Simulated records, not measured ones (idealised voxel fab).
The process module presented herein is designated voxel released beams.
The width of the displayed cross-section, cut, is 180 nm; its cells are square, with a size of 5 nm.
When this document writes out a cross-section, it uses a grid of square cells and lists it as bands, beginning at the top and moving down, with a band standing for one or more rows of cells. Band: top and bottom heights (nm) first, top before bottom; then materials from left to right, widths in nm. "edge to edge" marks a sole material filling the band edge to edge. "empty" denotes empty space. The level at which height equals 0 is the one under which the wafer, as it arrives, is entirely one material. No lower edge exists for the bottom band, which continues downward and is notated as in "0 down". Top row gets the first number, bottom row gets the second, and each row in between changes by the same step: that is how a band width like "30 to 40" works. Given "no modifications" for a step, no cell of the cross-section differs between before and after that step. Heads up: "Enclosed cavity list" only lists the empty pockets with no open path to the top that are 8 cells or more, and it writes them as width x height at distance, distance from the left edge, in nm. after a step's settings: what the simulator itself notes on the step. overlay nm: mask right of planned place by this much (step with mask). Neg. = left. Read each pair as before and after one process step. The after cross-section shows only down to the lowest band that changed. The step between them and its settings are given below the pair. Pairs can come from different runs of this module on the same starting wafer. A pair continues from the pair above only where its "Geometry before processing" entry says so.

-- Geometry before processing
- 0 down: Si edge to edge
- Enclosed cavity list: none

-- Post-Step Section View
- 5 to 0: Al2O3 edge to edge
- Nothing below the height 0 has changed.
- Enclosed cavity list: none
What process step lies between the two cross-sections above? CONFORMAL_DEP,material Al2O3,thk nm 5

Geometry before processing: the after view from the pair directly above serves as the before view here.

-- Post-Step Section View
- 25 to 5: SiO2 edge to edge
- Nothing below the height 5 has changed.
- Enclosed cavity list: none
What process step lies between the two cross-sections above? DIRECTIONAL_DEP,material SiO2,thk nm 20

Geometry before processing: the after view from the pair directly above serves as the before view here.

-- Post-Step Section View
- 45 to 25: 30 resist / 40 empty / 110 resist
- Nothing below the height 25 has changed.
- Enclosed cavity list: none
What process step lies between the two cross-sections above? PATTERN,tone open,mask id ANCHOR,material resist,width nm 40,thk nm 20,overlay nm 0

Geometry before processing: the after view from the pair directly above serves as the before view here.

-- Post-Step Section View
- 45 to 25: 30 resist / 40 empty / 110 resist
- 25 to 5: 30 SiO2 / 40 empty / 110 SiO2
- Nothing below the height 5 has changed.
- Enclosed cavity list: none
What process step lies between the two cross-sections above? DIRECTIONAL_ETCH,etch materials SiO2,depth nm 20

Geometry before processing: the after view from the pair directly above serves as the before view here.

-- Post-Step Section View
- 25 to 5: 30 SiO2 / 40 empty / 110 SiO2
- Nothing below the height 5 has changed.
- Enclosed cavity list: none
What process step lies between the two cross-sections above? STRIP,etch materials resist

Geometry before processing: the after view from the pair directly above serves as the before view here.

-- Post-Step Section View
- 40 to 25: 45 polySi / 10 empty / 125 polySi
- 25 to 20: 30 SiO2 / 15 polySi / 10 empty / 15 polySi / 110 SiO2
- 20 to 5: 30 SiO2 / 40 polySi / 110 SiO2
- Nothing below the height 5 has changed.
- Enclosed cavity list: none
What process step lies between the two cross-sections above? CONFORMAL_DEP,material polySi,thk nm 15

Geometry before processing: the after view from the pair directly above serves as the before view here.

-- Post-Step Section View
- 50 to 40: 45 aC / 10 empty / 125 aC
- 40 to 30: 45 polySi / 10 empty / 125 polySi
- 30 to 25: 45 polySi / 10 aC / 125 polySi
- 25 to 20: 30 SiO2 / 15 polySi / 10 aC / 15 polySi / 110 SiO2
- Nothing below the height 20 has changed.
- Enclosed cavity list: none
What process step lies between the two cross-sections above? DIRECTIONAL_DEP,material aC,thk nm 10

Geometry before processing: the after view from the pair directly above serves as the before view here.

-- Post-Step Section View
- 75 to 50: 25 empty / 120 resist / 35 empty
- 50 to 40: 45 aC / 10 resist / 125 aC
- 40 to 30: 45 polySi / 10 resist / 125 polySi
- Nothing below the height 30 has changed.
- Enclosed cavity list: none
What process step lies between the two cross-sections above? PATTERN,tone cover,mask id BEAM,material resist,width nm 120,thk nm 25,overlay nm 0

Geometry before processing: the after view from the pair directly above serves as the before view here.

-- Post-Step Section View
- 65 to 50: 25 empty / 120 resist / 35 empty
- 50 to 40: 25 empty / 20 aC / 10 resist / 90 aC / 35 empty
- Nothing below the height 40 has changed.
- Enclosed cavity list: none
What process step lies between the two cross-sections above? DIRECTIONAL_ETCH,etch materials aC,depth nm 10

Geometry before processing: the after view from the pair directly above serves as the before view here.

-- Post-Step Section View
- 50 to 40: 25 empty / 20 aC / 10 empty / 90 aC / 35 empty
- 40 to 30: 45 polySi / 10 empty / 125 polySi
- Nothing below the height 30 has changed.
- Enclosed cavity list: none
What process step lies between the two cross-sections above? STRIP,etch materials resist

Geometry before processing: the after view from the pair directly above serves as the before view here.

-- Post-Step Section View
- 50 to 40: 25 empty / 20 aC / 10 empty / 90 aC / 35 empty
- 40 to 30: 25 empty / 20 polySi / 10 empty / 90 polySi / 35 empty
- 30 to 25: 25 empty / 20 polySi / 10 aC / 90 polySi / 35 empty
- Nothing below the height 25 has changed.
- Enclosed cavity list: none
What process step lies between the two cross-sections above? DIRECTIONAL_ETCH,etch materials polySi,depth nm 15

Geometry before processing: the after view from the pair directly above serves as the before view here.

-- Post-Step Section View
- 40 to 25: 25 empty / 20 polySi / 10 empty / 90 polySi / 35 empty
- 25 to 20: 30 SiO2 / 15 polySi / 10 empty / 15 polySi / 110 SiO2
- Nothing below the height 20 has changed.
- Enclosed cavity list: none
What process step lies between the two cross-sections above? STRIP,etch materials aC

Geometry before processing: the after view from the pair directly above serves as the before view here.

-- Post-Step Section View
- 40 to 25: 25 empty / 20 polySi / 10 empty / 90 polySi / 35 empty
- 25 to 20: 30 empty / 15 polySi / 10 empty / 15 polySi / 110 empty
- 20 to 5: 30 empty / 40 polySi / 110 empty
- Nothing below the height 5 has changed.
- Enclosed cavity list: none
What process step lies between the two cross-sections above? STRIP,etch materials SiO2

-- Geometry before processing
- 0 down: Si edge to edge
- Enclosed cavity list: none

-- Post-Step Section View
- 20 to 0: SiO2 edge to edge
- Nothing below the height 0 has changed.
- Enclosed cavity list: none
What process step lies between the two cross-sections above? DIRECTIONAL_DEP,material SiO2,thk nm 20

Geometry before processing: the after view from the pair directly above serves as the before view here.

-- Post-Step Section View
- 40 to 20: 30 resist / 40 empty / 110 resist
- Nothing below the height 20 has changed.
- Enclosed cavity list: none
What process step lies between the two cross-sections above? PATTERN,tone open,mask id ANCHOR,material resist,width nm 40,thk nm 20,overlay nm 0

Geometry before processing: the after view from the pair directly above serves as the before view here.

-- Post-Step Section View
- 40 to 20: 30 resist / 40 empty / 110 resist
- 20 to 0: 30 SiO2 / 40 empty / 110 SiO2
- Nothing below the height 0 has changed.
- Enclosed cavity list: none
What process step lies between the two cross-sections above? DIRECTIONAL_ETCH,etch materials SiO2,depth nm 20

Geometry before processing: the after view from the pair directly above serves as the before view here.

-- Post-Step Section View
- 20 to 0: 30 SiO2 / 40 empty / 110 SiO2
- Nothing below the height 0 has changed.
- Enclosed cavity list: none
What process step lies between the two cross-sections above? STRIP,etch materials resist

Geometry before processing: the after view from the pair directly above serves as the before view here.

-- Post-Step Section View
- 35 to 20: 45 polySi / 10 empty / 125 polySi
- 20 to 15: 30 SiO2 / 15 polySi / 10 empty / 15 polySi / 110 SiO2
- 15 to 0: 30 SiO2 / 40 polySi / 110 SiO2
- Nothing below the height 0 has changed.
- Enclosed cavity list: none
What process step lies between the two cross-sections above? CONFORMAL_DEP,material polySi,thk nm 15

Geometry before processing: the after view from the pair directly above serves as the before view here.

-- Post-Step Section View
- 45 to 35: 45 aC / 10 empty / 125 aC
- 35 to 25: 45 polySi / 10 empty / 125 polySi
- 25 to 20: 45 polySi / 10 aC / 125 polySi
- 20 to 15: 30 SiO2 / 15 polySi / 10 aC / 15 polySi / 110 SiO2
- Nothing below the height 15 has changed.
- Enclosed cavity list: none
What process step lies between the two cross-sections above? DIRECTIONAL_DEP,material aC,thk nm 10

Geometry before processing: the after view from the pair directly above serves as the before view here.

-- Post-Step Section View
- 70 to 45: 25 empty / 120 resist / 35 empty
- 45 to 35: 45 aC / 10 resist / 125 aC
- 35 to 25: 45 polySi / 10 resist / 125 polySi
- Nothing below the height 25 has changed.
- Enclosed cavity list: none
What process step lies between the two cross-sections above? PATTERN,tone cover,mask id BEAM,material resist,width nm 120,thk nm 25,overlay nm 0

Geometry before processing: the after view from the pair directly above serves as the before view here.

-- Post-Step Section View
- 60 to 45: 25 empty / 120 resist / 35 empty
- 45 to 35: 25 empty / 20 aC / 10 resist / 90 aC / 35 empty
- Nothing below the height 35 has changed.
- Enclosed cavity list: none
What process step lies between the two cross-sections above? DIRECTIONAL_ETCH,etch materials aC,depth nm 10

Geometry before processing: the after view from the pair directly above serves as the before view here.

-- Post-Step Section View
- 45 to 35: 25 empty / 20 aC / 10 empty / 90 aC / 35 empty
- 35 to 25: 45 polySi / 10 empty / 125 polySi
- Nothing below the height 25 has changed.
- Enclosed cavity list: none
What process step lies between the two cross-sections above? STRIP,etch materials resist

Geometry before processing: the after view from the pair directly above serves as the before view here.

-- Post-Step Section View
- 45 to 35: 25 empty / 20 aC / 10 empty / 90 aC / 35 empty
- 35 to 25: 25 empty / 20 polySi / 10 empty / 90 polySi / 35 empty
- 25 to 20: 25 empty / 20 polySi / 10 aC / 90 polySi / 35 empty
- Nothing below the height 20 has changed.
- Enclosed cavity list: none
What process step lies between the two cross-sections above? DIRECTIONAL_ETCH,etch materials polySi,depth nm 15

Geometry before processing: the after view from the pair directly above serves as the before view here.

-- Post-Step Section View
- 35 to 20: 25 empty / 20 polySi / 10 empty / 90 polySi / 35 empty
- 20 to 15: 30 SiO2 / 15 polySi / 10 empty / 15 polySi / 110 SiO2
- Nothing below the height 15 has changed.
- Enclosed cavity list: none
What process step lies between the two cross-sections above? STRIP,etch materials aC

Geometry before processing: the after view from the pair directly above serves as the before view here.

-- Post-Step Section View
- 35 to 20: 25 empty / 20 polySi / 10 empty / 90 polySi / 35 empty
- 20 to 15: 30 empty / 15 polySi / 10 empty / 15 polySi / 110 empty
- 15 to 0: 30 empty / 40 polySi / 110 empty
- Nothing below the height 0 has changed.
- Enclosed cavity list: none
What process step lies between the two cross-sections above? STRIP,etch materials SiO2

-- Geometry before processing
- 40 to 25: 45 polySi / 10 empty / 125 polySi
- 25 to 20: 30 SiO2 / 15 polySi / 10 empty / 15 polySi / 110 SiO2
- 20 to 5: 30 SiO2 / 40 polySi / 110 SiO2
- 5 to 0: Al2O3 edge to edge
- 0 down: Si edge to edge
- Enclosed cavity list: none

-- Post-Step Section View
- 55 to 25: polySi edge to edge
- 25 to 5: 30 SiO2 / 40 polySi / 110 SiO2
- Nothing below the height 5 has changed.
- Enclosed cavity list: none
What process step lies between the two cross-sections above? CONFORMAL_DEP,material polySi,thk nm 15

Geometry before processing: the after view from the pair directly above serves as the before view here.

-- Post-Step Section View
- 65 to 55: aC edge to edge
- Nothing below the height 55 has changed.
- Enclosed cavity list: none
What process step lies between the two cross-sections above? DIRECTIONAL_DEP,material aC,thk nm 10

Geometry before processing: the after view from the pair directly above serves as the before view here.

-- Post-Step Section View
- 90 to 65: 25 empty / 120 resist / 35 empty
- Nothing below the height 65 has changed.
- Enclosed cavity list: none
What process step lies between the two cross-sections above? PATTERN,tone cover,mask id BEAM,material resist,width nm 120,thk nm 25,overlay nm 0

Geometry before processing: the after view from the pair directly above serves as the before view here.

-- Post-Step Section View
- 80 to 65: 25 empty / 120 resist / 35 empty
- 65 to 55: 25 empty / 120 aC / 35 empty
- Nothing below the height 55 has changed.
- Enclosed cavity list: none
What process step lies between the two cross-sections above? DIRECTIONAL_ETCH,etch materials aC,depth nm 10

Geometry before processing: the after view from the pair directly above serves as the before view here.

-- Post-Step Section View
- 65 to 55: 25 empty / 120 aC / 35 empty
- Nothing below the height 55 has changed.
- Enclosed cavity list: none
What process step lies between the two cross-sections above? STRIP,etch materials resist

Geometry before processing: the after view from the pair directly above serves as the before view here.

-- Post-Step Section View
- 65 to 55: 25 empty / 120 aC / 35 empty
- 55 to 40: 25 empty / 120 polySi / 35 empty
- Nothing below the height 40 has changed.
- Enclosed cavity list: none
What process step lies between the two cross-sections above? DIRECTIONAL_ETCH,etch materials polySi,depth nm 15

Geometry before processing: the after view from the pair directly above serves as the before view here.

-- Post-Step Section View
- 55 to 40: 25 empty / 120 polySi / 35 empty
- Nothing below the height 40 has changed.
- Enclosed cavity list: none
What process step lies between the two cross-sections above? STRIP,etch materials aC

-- Geometry before processing
- 20 to 0: SiO2 edge to edge
- 0 down: Si edge to edge
- Enclosed cavity list: none

-- Post-Step Section View
- 25 to 20: Al2O3 edge to edge
- Nothing below the height 20 has changed.
- Enclosed cavity list: none
What process step lies between the two cross-sections above? CONFORMAL_DEP,material Al2O3,thk nm 5

Geometry before processing: the after view from the pair directly above serves as the before view here.

-- Post-Step Section View
- 45 to 25: 30 resist / 40 empty / 110 resist
- Nothing below the height 25 has changed.
- Enclosed cavity list: none
What process step lies between the two cross-sections above? PATTERN,tone open,mask id ANCHOR,material resist,width nm 40,thk nm 20,overlay nm 0

Geometry before processing: the after view from the pair directly above serves as the before view here.

-- Post-Step Section View
- 25 to 20: Al2O3 edge to edge
- Nothing below the height 20 has changed.
- Enclosed cavity list: none
What process step lies between the two cross-sections above? STRIP,etch materials resist

Geometry before processing: the after view from the pair directly above serves as the before view here.

-- Post-Step Section View
- 40 to 25: polySi edge to edge
- Nothing below the height 25 has changed.
- Enclosed cavity list: none
What process step lies between the two cross-sections above? CONFORMAL_DEP,material polySi,thk nm 15

Geometry before processing: the after view from the pair directly above serves as the before view here.

-- Post-Step Section View
- 50 to 40: aC edge to edge
- Nothing below the height 40 has changed.
- Enclosed cavity list: none
What process step lies between the two cross-sections above? DIRECTIONAL_DEP,material aC,thk nm 10

Geometry before processing: the after view from the pair directly above serves as the before view here.

-- Post-Step Section View
- 75 to 50: 25 empty / 120 resist / 35 empty
- Nothing below the height 50 has changed.
- Enclosed cavity list: none
What process step lies between the two cross-sections above? PATTERN,tone cover,mask id BEAM,material resist,width nm 120,thk nm 25,overlay nm 0

Geometry before processing: the after view from the pair directly above serves as the before view here.

-- Post-Step Section View
- 65 to 50: 25 empty / 120 resist / 35 empty
- 50 to 40: 25 empty / 120 aC / 35 empty
- Nothing below the height 40 has changed.
- Enclosed cavity list: none
What process step lies between the two cross-sections above? DIRECTIONAL_ETCH,etch materials aC,depth nm 10

Geometry before processing: the after view from the pair directly above serves as the before view here.

-- Post-Step Section View
- 50 to 40: 25 empty / 120 aC / 35 empty
- Nothing below the height 40 has changed.
- Enclosed cavity list: none
What process step lies between the two cross-sections above? STRIP,etch materials resist

Geometry before processing: the after view from the pair directly above serves as the before view here.

-- Post-Step Section View
- 50 to 40: 25 empty / 120 aC / 35 empty
- 40 to 25: 25 empty / 120 polySi / 35 empty
- Nothing below the height 25 has changed.
- Enclosed cavity list: none
What process step lies between the two cross-sections above? DIRECTIONAL_ETCH,etch materials polySi,depth nm 15

Geometry before processing: the after view from the pair directly above serves as the before view here.

-- Post-Step Section View
- 40 to 25: 25 empty / 120 polySi / 35 empty
- Nothing below the height 25 has changed.
- Enclosed cavity list: none
What process step lies between the two cross-sections above? STRIP,etch materials aC

-- Geometry before processing
- 5 to 0: Al2O3 edge to edge
- 0 down: Si edge to edge
- Enclosed cavity list: none

-- Post-Step Section View
- 20 to 5: SiO2 edge to edge
- Nothing below the height 5 has changed.
- Enclosed cavity list: none
What process step lies between the two cross-sections above? DIRECTIONAL_DEP,material SiO2,thk nm 15

Geometry before processing: the after view from the pair directly above serves as the before view here.

-- Post-Step Section View
- 40 to 20: 30 resist / 40 empty / 110 resist
- Nothing below the height 20 has changed.
- Enclosed cavity list: none
What process step lies between the two cross-sections above? PATTERN,tone open,mask id ANCHOR,material resist,width nm 40,thk nm 20,overlay nm 0

Geometry before processing: the after view from the pair directly above serves as the before view here.

-- Post-Step Section View
- 40 to 20: 30 resist / 40 empty / 110 resist
- 20 to 5: 30 SiO2 / 40 empty / 110 SiO2
- Nothing below the height 5 has changed.
- Enclosed cavity list: none
What process step lies between the two cross-sections above? DIRECTIONAL_ETCH,etch materials SiO2,depth nm 20

Geometry before processing: the after view from the pair directly above serves as the before view here.

-- Post-Step Section View
- 20 to 5: 30 SiO2 / 40 empty / 110 SiO2
- Nothing below the height 5 has changed.
- Enclosed cavity list: none
What process step lies between the two cross-sections above? STRIP,etch materials resist

Geometry before processing: the after view from the pair directly above serves as the before view here.

-- Post-Step Section View
- 35 to 20: 45 polySi / 10 empty / 125 polySi
- 20 to 5: 30 SiO2 / 40 polySi / 110 SiO2
- Nothing below the height 5 has changed.
- Enclosed cavity list: none
What process step lies between the two cross-sections above? CONFORMAL_DEP,material polySi,thk nm 15

Geometry before processing: the after view from the pair directly above serves as the before view here.

-- Post-Step Section View
- 45 to 35: 45 aC / 10 empty / 125 aC
- 35 to 30: 45 polySi / 10 empty / 125 polySi
- 30 to 20: 45 polySi / 10 aC / 125 polySi
- Nothing below the height 20 has changed.
- Enclosed cavity list: none
What process step lies between the two cross-sections above? DIRECTIONAL_DEP,material aC,thk nm 10

Geometry before processing: the after view from the pair directly above serves as the before view here.

-- Post-Step Section View
- 70 to 45: 25 empty / 120 resist / 35 empty
- 45 to 35: 45 aC / 10 resist / 125 aC
- 35 to 30: 45 polySi / 10 resist / 125 polySi
- Nothing below the height 30 has changed.
- Enclosed cavity list: none
What process step lies between the two cross-sections above? PATTERN,tone cover,mask id BEAM,material resist,width nm 120,thk nm 25,overlay nm 0

Geometry before processing: the after view from the pair directly above serves as the before view here.

-- Post-Step Section View
- 60 to 45: 25 empty / 120 resist / 35 empty
- 45 to 35: 25 empty / 20 aC / 10 resist / 90 aC / 35 empty
- Nothing below the height 35 has changed.
- Enclosed cavity list: none
What process step lies between the two cross-sections above? DIRECTIONAL_ETCH,etch materials aC,depth nm 10

Geometry before processing: the after view from the pair directly above serves as the before view here.

-- Post-Step Section View
- 45 to 35: 25 empty / 20 aC / 10 empty / 90 aC / 35 empty
- 35 to 30: 45 polySi / 10 empty / 125 polySi
- Nothing below the height 30 has changed.
- Enclosed cavity list: none
What process step lies between the two cross-sections above? STRIP,etch materials resist

Geometry before processing: the after view from the pair directly above serves as the before view here.

-- Post-Step Section View
- 45 to 35: 25 empty / 20 aC / 10 empty / 90 aC / 35 empty
- 35 to 30: 25 empty / 20 polySi / 10 empty / 90 polySi / 35 empty
- 30 to 20: 25 empty / 20 polySi / 10 aC / 90 polySi / 35 empty
- Nothing below the height 20 has changed.
- Enclosed cavity list: none
What process step lies between the two cross-sections above? DIRECTIONAL_ETCH,etch materials polySi,depth nm 15

Geometry before processing: the after view from the pair directly above serves as the before view here.

-- Post-Step Section View
- 35 to 20: 25 empty / 20 polySi / 10 empty / 90 polySi / 35 empty
- Nothing below the height 20 has changed.
- Enclosed cavity list: none
What process step lies between the two cross-sections above? STRIP,etch materials aC

Geometry before processing: the after view from the pair directly above serves as the before view here.

-- Post-Step Section View
- 35 to 20: 25 empty / 20 polySi / 10 empty / 90 polySi / 35 empty
- 20 to 5: 30 empty / 40 polySi / 110 empty
- Nothing below the height 5 has changed.
- Enclosed cavity list: none
What process step lies between the two cross-sections above? STRIP,etch materials SiO2

-- Geometry before processing
- 25 to 5: SiO2 edge to edge
- 5 to 0: Al2O3 edge to edge
- 0 down: Si edge to edge
- Enclosed cavity list: none

-- Post-Step Section View
- 45 to 25: 35 resist / 35 empty / 110 resist
- Nothing below the height 25 has changed.
- Enclosed cavity list: none
What process step lies between the two cross-sections above? PATTERN,tone open,mask id ANCHOR,material resist,width nm 35,thk nm 20,overlay nm 0

Geometry before processing: the after view from the pair directly above serves as the before view here.

-- Post-Step Section View
- 45 to 25: 35 resist / 35 empty / 110 resist
- 25 to 5: 35 SiO2 / 35 empty / 110 SiO2
- Nothing below the height 5 has changed.
- Enclosed cavity list: none
What process step lies between the two cross-sections above? DIRECTIONAL_ETCH,etch materials SiO2,depth nm 20

Geometry before processing: the after view from the pair directly above serves as the before view here.

-- Post-Step Section View
- 25 to 5: 35 SiO2 / 35 empty / 110 SiO2
- Nothing below the height 5 has changed.
- Enclosed cavity list: none
What process step lies between the two cross-sections above? STRIP,etch materials resist

Geometry before processing: the after view from the pair directly above serves as the before view here.

-- Post-Step Section View
- 40 to 25: 50 polySi / 5 empty / 125 polySi
- 25 to 20: 35 SiO2 / 15 polySi / 5 empty / 15 polySi / 110 SiO2
- 20 to 5: 35 SiO2 / 35 polySi / 110 SiO2
- Nothing below the height 5 has changed.
- Enclosed cavity list: none
What process step lies between the two cross-sections above? CONFORMAL_DEP,material polySi,thk nm 15

Geometry before processing: the after view from the pair directly above serves as the before view here.

-- Post-Step Section View
- 50 to 40: 50 aC / 5 empty / 125 aC
- 40 to 30: 50 polySi / 5 empty / 125 polySi
- 30 to 25: 50 polySi / 5 aC / 125 polySi
- 25 to 20: 35 SiO2 / 15 polySi / 5 aC / 15 polySi / 110 SiO2
- Nothing below the height 20 has changed.
- Enclosed cavity list: none
What process step lies between the two cross-sections above? DIRECTIONAL_DEP,material aC,thk nm 10

Geometry before processing: the after view from the pair directly above serves as the before view here.

-- Post-Step Section View
- 75 to 50: 25 empty / 120 resist / 35 empty
- 50 to 40: 50 aC / 5 resist / 125 aC
- 40 to 30: 50 polySi / 5 resist / 125 polySi
- Nothing below the height 30 has changed.
- Enclosed cavity list: none
What process step lies between the two cross-sections above? PATTERN,tone cover,mask id BEAM,material resist,width nm 120,thk nm 25,overlay nm 0

Geometry before processing: the after view from the pair directly above serves as the before view here.

-- Post-Step Section View
- 65 to 50: 25 empty / 120 resist / 35 empty
- 50 to 40: 25 empty / 25 aC / 5 resist / 90 aC / 35 empty
- Nothing below the height 40 has changed.
- Enclosed cavity list: none
What process step lies between the two cross-sections above? DIRECTIONAL_ETCH,etch materials aC,depth nm 10

Geometry before processing: the after view from the pair directly above serves as the before view here.

-- Post-Step Section View
- 50 to 40: 25 empty / 25 aC / 5 empty / 90 aC / 35 empty
- 40 to 30: 50 polySi / 5 empty / 125 polySi
- Nothing below the height 30 has changed.
- Enclosed cavity list: none
What process step lies between the two cross-sections above? STRIP,etch materials resist

Geometry before processing: the after view from the pair directly above serves as the before view here.

-- Post-Step Section View
- 50 to 40: 25 empty / 25 aC / 5 empty / 90 aC / 35 empty
- 40 to 30: 25 empty / 25 polySi / 5 empty / 90 polySi / 35 empty
- 30 to 25: 25 empty / 25 polySi / 5 aC / 90 polySi / 35 empty
- Nothing below the height 25 has changed.
- Enclosed cavity list: none
What process step lies between the two cross-sections above? DIRECTIONAL_ETCH,etch materials polySi,depth nm 15

Geometry before processing: the after view from the pair directly above serves as the before view here.

-- Post-Step Section View
- 40 to 25: 25 empty / 25 polySi / 5 empty / 90 polySi / 35 empty
- 25 to 20: 35 SiO2 / 15 polySi / 5 empty / 15 polySi / 110 SiO2
- Nothing below the height 20 has changed.
- Enclosed cavity list: none
What process step lies between the two cross-sections above? STRIP,etch materials aC

Geometry before processing: the after view from the pair directly above serves as the before view here.

-- Post-Step Section View
- 40 to 25: 25 empty / 25 polySi / 5 empty / 90 polySi / 35 empty
- 25 to 20: 35 empty / 15 polySi / 5 empty / 15 polySi / 110 empty
- 20 to 5: 35 empty / 35 polySi / 110 empty
- Nothing below the height 5 has changed.
- Enclosed cavity list: none
What process step lies between the two cross-sections above? STRIP,etch materials SiO2

-- Geometry before processing
- 25 to 5: SiO2 edge to edge
- 5 to 0: Al2O3 edge to edge
- 0 down: Si edge to edge
- Enclosed cavity list: none

-- Post-Step Section View
- 45 to 25: 20 resist / 40 empty / 120 resist
- Nothing below the height 25 has changed.
- Enclosed cavity list: none
What process step lies between the two cross-sections above? PATTERN,tone open,mask id ANCHOR,material resist,width nm 40,thk nm 20,overlay nm -10

Geometry before processing: the after view from the pair directly above serves as the before view here.

-- Post-Step Section View
- 45 to 25: 20 resist / 40 empty / 120 resist
- 25 to 5: 20 SiO2 / 40 empty / 120 SiO2
- Nothing below the height 5 has changed.
- Enclosed cavity list: none
What process step lies between the two cross-sections above? DIRECTIONAL_ETCH,etch materials SiO2,depth nm 20

Geometry before processing: the after view from the pair directly above serves as the before view here.

-- Post-Step Section View
- 25 to 5: 20 SiO2 / 40 empty / 120 SiO2
- Nothing below the height 5 has changed.
- Enclosed cavity list: none
What process step lies between the two cross-sections above? STRIP,etch materials resist

Geometry before processing: the after view from the pair directly above serves as the before view here.

-- Post-Step Section View
- 40 to 25: 35 polySi / 10 empty / 135 polySi
- 25 to 20: 20 SiO2 / 15 polySi / 10 empty / 15 polySi / 120 SiO2
- 20 to 5: 20 SiO2 / 40 polySi / 120 SiO2
- Nothing below the height 5 has changed.
- Enclosed cavity list: none
What process step lies between the two cross-sections above? CONFORMAL_DEP,material polySi,thk nm 15

Geometry before processing: the after view from the pair directly above serves as the before view here.

-- Post-Step Section View
- 50 to 40: 35 aC / 10 empty / 135 aC
- 40 to 30: 35 polySi / 10 empty / 135 polySi
- 30 to 25: 35 polySi / 10 aC / 135 polySi
- 25 to 20: 20 SiO2 / 15 polySi / 10 aC / 15 polySi / 120 SiO2
- Nothing below the height 20 has changed.
- Enclosed cavity list: none
What process step lies between the two cross-sections above? DIRECTIONAL_DEP,material aC,thk nm 10

Geometry before processing: the after view from the pair directly above serves as the before view here.

-- Post-Step Section View
- 75 to 50: 25 empty / 120 resist / 35 empty
- 50 to 40: 35 aC / 10 resist / 135 aC
- 40 to 30: 35 polySi / 10 resist / 135 polySi
- Nothing below the height 30 has changed.
- Enclosed cavity list: none
What process step lies between the two cross-sections above? PATTERN,tone cover,mask id BEAM,material resist,width nm 120,thk nm 25,overlay nm 0

Geometry before processing: the after view from the pair directly above serves as the before view here.

-- Post-Step Section View
- 65 to 50: 25 empty / 120 resist / 35 empty
- 50 to 40: 25 empty / 10 aC / 10 resist / 100 aC / 35 empty
- Nothing below the height 40 has changed.
- Enclosed cavity list: none
What process step lies between the two cross-sections above? DIRECTIONAL_ETCH,etch materials aC,depth nm 10

Geometry before processing: the after view from the pair directly above serves as the before view here.

-- Post-Step Section View
- 50 to 40: 25 empty / 10 aC / 10 empty / 100 aC / 35 empty
- 40 to 30: 35 polySi / 10 empty / 135 polySi
- Nothing below the height 30 has changed.
- Enclosed cavity list: none
What process step lies between the two cross-sections above? STRIP,etch materials resist

Geometry before processing: the after view from the pair directly above serves as the before view here.

-- Post-Step Section View
- 50 to 40: 25 empty / 10 aC / 10 empty / 100 aC / 35 empty
- 40 to 30: 25 empty / 10 polySi / 10 empty / 100 polySi / 35 empty
- 30 to 25: 25 empty / 10 polySi / 10 aC / 100 polySi / 35 empty
- Nothing below the height 25 has changed.
- Enclosed cavity list: none
What process step lies between the two cross-sections above? DIRECTIONAL_ETCH,etch materials polySi,depth nm 15

Geometry before processing: the after view from the pair directly above serves as the before view here.

-- Post-Step Section View
- 40 to 25: 25 empty / 10 polySi / 10 empty / 100 polySi / 35 empty
- 25 to 20: 20 SiO2 / 15 polySi / 10 empty / 15 polySi / 120 SiO2
- Nothing below the height 20 has changed.
- Enclosed cavity list: none
What process step lies between the two cross-sections above? STRIP,etch materials aC

Geometry before processing: the after view from the pair directly above serves as the before view here.

-- Post-Step Section View
- 40 to 25: 25 empty / 10 polySi / 10 empty / 100 polySi / 35 empty
- 25 to 20: 20 empty / 15 polySi / 10 empty / 15 polySi / 120 empty
- 20 to 5: 20 empty / 40 polySi / 120 empty
- Nothing below the height 5 has changed.
- Enclosed cavity list: none
What process step lies between the two cross-sections above? STRIP,etch materials SiO2

-- Geometry before processing
- 40 to 25: 45 polySi / 10 empty / 125 polySi
- 25 to 20: 30 SiO2 / 15 polySi / 10 empty / 15 polySi / 110 SiO2
- 20 to 5: 30 SiO2 / 40 polySi / 110 SiO2
- 5 to 0: Al2O3 edge to edge
- 0 down: Si edge to edge
- Enclosed cavity list: none

-- Post-Step Section View
- 50 to 30: 45 polySi / 10 empty / 125 polySi
- 30 to 25: polySi edge to edge
- 25 to 5: 30 SiO2 / 40 polySi / 110 SiO2
- Nothing below the height 5 has changed.
- Enclosed cavity list: none
What process step lies between the two cross-sections above? DIRECTIONAL_DEP,material polySi,thk nm 10

Geometry before processing: the after view from the pair directly above serves as the before view here.

-- Post-Step Section View
- 75 to 50: 25 empty / 120 resist / 35 empty
- 50 to 30: 45 polySi / 10 resist / 125 polySi
- Nothing below the height 30 has changed.
- Enclosed cavity list: none
What process step lies between the two cross-sections above? PATTERN,tone cover,mask id BEAM,material resist,width nm 120,thk nm 25,overlay nm 0

Geometry before processing: the after view from the pair directly above serves as the before view here.

-- Post-Step Section View
- 65 to 50: 25 empty / 120 resist / 35 empty
- Nothing below the height 50 has changed.
- Enclosed cavity list: none
What process step lies between the two cross-sections above? DIRECTIONAL_ETCH,etch materials aC,depth nm 10

Geometry before processing: the after view from the pair directly above serves as the before view here.

-- Post-Step Section View
- 50 to 30: 45 polySi / 10 empty / 125 polySi
- Nothing below the height 30 has changed.
- Enclosed cavity list: none
What process step lies between the two cross-sections above? STRIP,etch materials resist

Geometry before processing: the after view from the pair directly above serves as the before view here.

-- Post-Step Section View
- 35 to 25: 45 polySi / 10 empty / 125 polySi
- 25 to 15: 30 SiO2 / 15 polySi / 10 empty / 15 polySi / 110 SiO2
- Nothing below the height 15 has changed.
- Enclosed cavity list: none
What process step lies between the two cross-sections above? DIRECTIONAL_ETCH,etch materials polySi,depth nm 15

-- Geometry before processing
- 25 to 5: SiO2 edge to edge
- 5 to 0: Al2O3 edge to edge
- 0 down: Si edge to edge
- Enclosed cavity list: none

-- Post-Step Section View
- 45 to 25: 30 empty / 40 resist / 110 empty
- Nothing below the height 25 has changed.
- Enclosed cavity list: none
What process step lies between the two cross-sections above? PATTERN,tone cover,mask id ANCHOR,material resist,width nm 40,thk nm 20,overlay nm 0

Geometry before processing: the after view from the pair directly above serves as the before view here.

-- Post-Step Section View
- 45 to 25: 30 empty / 40 resist / 110 empty
- 25 to 5: 30 empty / 40 SiO2 / 110 empty
- Nothing below the height 5 has changed.
- Enclosed cavity list: none
What process step lies between the two cross-sections above? DIRECTIONAL_ETCH,etch materials SiO2,depth nm 20
